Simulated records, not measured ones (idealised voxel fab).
Documented hereafter: the process module known as voxel spacer lines.
The cross-section shown here is cut; it is 140 nm wide and divided into square cells measuring 5 nm on a side.
If you're reading a cross-section in this doc, picture square cells in a grid; it comes to you as bands, top ones listed first down to the bottom, and a band can be one or more rows of cells. First you get the band's top height and its bottom height, in nm, and then the materials it's made of, left to right, with each width in nm. If you see a single material with "full width", that one covers the band edge to edge. "blank" is empty space. Heights from 0 (as-received wafer is one material below). Bottom band endless downward, as "z 0 and below". Graded width ("30->40"): value in top row of band = first number; value in bottom row = second number; row-to-row change constant. "nothing altered" for a step: no cell of the cross-section changed in that step. Enclosed voids (no open way to top), threshold 8 cells or more, entry "Enclosed empty spaces", notation width x height at distance, distance from left edge, nm. Read whatever lies past the settings on a step's line as the simulator's own remark about the step. overlay nm: on a step with a mask, how far right of its planned place the mask lay; negative means left.
### This section lists the process steps that were planned
| 1 | RECEIVE with material Si |
| 2 | CONFORMAL_DEP with material SiO2, thk nm 5 |
| 3 | DIRECTIONAL_DEP with material TiN, thk nm 20 |
| 4 | DIRECTIONAL_DEP with material aC, thk nm 20 |
| 5 | PATTERN with tone cover, mask id MANDREL, material resist, width nm 20, pitch nm 60, thk nm 30, overlay nm 0 |
| 6 | DIRECTIONAL_ETCH with etch materials aC, depth nm 20 |
| 7 | STRIP with etch materials resist |
| 8 | CONFORMAL_DEP with material SiN, thk nm 10 |
| 9 | DIRECTIONAL_ETCH with etch materials SiN, depth nm 10 |
| 10 | STRIP with etch materials aC |
| 11 | DIRECTIONAL_ETCH with etch materials TiN, depth nm 20 |
| 12 | STRIP with etch materials SiN |
| 13 | FILL_DEP with material SiO2, thk nm 5 |
| 14 | CMP with height nm 25 |
varied across the wafers: thk nm of step 2. The plan shows the first wafer's value. All wafers start alike
### First of several wafers, received after step 1, in cross-section
> z 0 and below = Si full width
> Enclosed empty spaces: none
### Gained (+) or lost (-) cells of each material since receipt, then closed voids: one row per wafer, at the end of the module
thk nm 5, +108 SiO2, +32 TiN, Enclosed empty spaces: none
thk nm 10, +116 SiO2, +24 TiN, Enclosed empty spaces: none
thk nm 15, +124 SiO2, +16 TiN, Enclosed empty spaces: none
thk nm 20, +132 SiO2, +8 TiN, Enclosed empty spaces: none
